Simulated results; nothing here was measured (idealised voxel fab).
Herein follows the process module entitled voxel released beams.
Pictured: cross-section cut, 175 nm wide, on a grid of 5 nm square cells.
If you're reading a cross-section in this doc, picture square cells in a grid; it comes to you as bands, top ones listed first down to the bottom, and a band can be one or more rows of cells. What a band's entry tells you: where the top is and where the bottom is, as heights in nm, and after that what lies inside, material by material from left to right, each with its width in nm. Empty space is written as the word "empty", and a single material marked with the word "all across" occupies the band from edge to edge. Heights from 0 (as-received wafer is one material below). Bottom band endless downward, as "top 0, no bottom". Top row gets the first number, bottom row gets the second, and each row in between changes by the same step: that is how a band width like "30 to 40" works. Basically "no change occurred" means that step didn't change any cell in the cross-section. The entry "Sealed-off cavities" lists the empty spaces that cover at least 8 cells and have no open path to the top. Each is written as width x height at distance, where the distance is measured from the left edge and all three values are in nm. What comes after the settings on a step's line is commentary from the simulator itself on that step. overlay nm: how far to the right of its planned place the mask lay on this masked step (negative: to the left).

-- Process steps foreseen in the plan
1: RECEIVE: material Si
2: CONFORMAL_DEP: material SiN, thk nm 10
3: DIRECTIONAL_DEP: material SiO2, thk nm 20
4: MASKED_ETCH: tone open, mask id ANCHOR, width nm 35, etch materials SiO2, depth nm 20, overlay nm 0
5: CONFORMAL_DEP: material W, thk nm 10
6: MASKED_ETCH: tone cover, mask id BEAM, width nm 110, etch materials W, depth nm 10, overlay nm 0
7: STRIP: etch materials SiO2

-- as received, after step 1
	top 0, no bottom  Si all across
	Sealed-off cavities: none

-- Cross-sectional image of the first of two wafers at the end of the module, the run having proceeded as planned
	top 40, bottom 30  30 of empty; 15 of W; 15 of empty; 80 of W; 35 of empty
	top 30, bottom 20  35 of empty; 10 of W; 15 of empty; 10 of W; 105 of empty
	top 20, bottom 10  35 of empty; 35 of W; 105 of empty
	top 10, bottom 0  SiN all across
	top 0, no bottom  Si all across
	Sealed-off cavities: none

-- Cross-section, wafer two of two, end of module: same start and plan as wafer one, one error in execution
	top 30, bottom 20  30 of empty; 15 of W; 15 of empty; 80 of W; 35 of empty
	top 20, bottom 10  35 of empty; 10 of W; 15 of empty; 10 of W; 105 of empty
	top 10, bottom 0  35 of empty; 35 of W; 105 of empty
	top 0, no bottom  Si all across
	Sealed-off cavities: none
What was done differently from what was planned? skipped: plan step 2 (never run)
Counted in cells at the end, the second wafer holds more or fewer of these materials than the first: 70 fewer of SiN
